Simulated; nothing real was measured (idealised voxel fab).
Presented below is a process module, voxel plated lines.
The cross-section shown here is cut; it is 175 nm wide and divided into square cells measuring 5 nm on a side.
When this document writes out a cross-section, it uses a grid of square cells and lists it as bands, beginning at the top and moving down, with a band standing for one or more rows of cells.
Heights first: top, then bottom, in nm. Then materials, left to right, each with a width in nm. "everywhere" on a single material: fills the band edge to edge. "empty": empty space.
For the purposes of this specification, 0 denotes the height below which the wafer in its as-received condition is composed wholly of one material, and the lowermost band, lacking a lower limit, extends downward without end, as expressed in "0 nm and below".
The width entry "30->40" should be interpreted row by row: the top row of cells in the band takes the first number, the bottom row takes the second number, and the change between adjacent rows is uniform throughout.
Where the words "same as before" appear for a step, the cross-section shows no cell changed by that step; every cell remained as before.
Empty spaces counting at least 8 cells and having no open way to the top are listed in "Closed cavities". The notation width x height at distance is used for each, the distance being from the left edge and all three values in nm.
Formally, on a step line, whatever follows the settings is a remark that the simulator itself makes on the step.
The optional step-line setting "overlay nm" applies to steps with a mask and quantifies how far to the right of its planned location the mask lay, a negative value indicating leftward placement.

Below is the list of planned process steps:
1: RECEIVE, material Si
2: CONFORMAL_DEP, material SiO2, thk nm 5
3: DIRECTIONAL_DEP, material TiN, thk nm 5
4: PATTERN, tone open, mask id LINES, material resist, width nm 20, pitch nm 40, thk nm 40, overlay nm 0
5: EPI, material Ru, thk nm 5
6: EPI, material Ru, thk nm 5
7: EPI, material Ru, thk nm 10
8: STRIP, etch materials resist
9: DIRECTIONAL_ETCH, etch materials TiN, depth nm 5
10: CONFORMAL_DEP, material SiN, thk nm 10

As-received state of the wafer in cross-section, equivalent to post-step 1:
    0 nm and below = Si everywhere
    Closed cavities: none

Cross-section at module end, one run error; start and plan unchanged from above:
    50 nm to 40 nm = empty=25, then SiN=120, then empty=30
    40 nm to 25 nm = empty=25, then SiN=10, then Ru=20, then SiN=20, then Ru=20, then SiN=20, then Ru=20, then SiN=10, then empty=30
    25 nm to 20 nm = SiN=35, then Ru=20, then SiN=20, then Ru=20, then SiN=20, then Ru=20, then SiN=40
    20 nm to 15 nm = SiN=35, then TiN=20, then SiN=20, then TiN=20, then SiN=20, then TiN=20, then SiN=40
    15 nm to 5 nm = TiN everywhere
    5 nm to 0 nm = SiO2 everywhere
    0 nm and below = Si everywhere
    Closed cavities: none
The mistake made against the process plan was this: the process deviated at step 3: the operation and settings actually run there were DIRECTIONAL_DEP, material TiN, thk nm 15
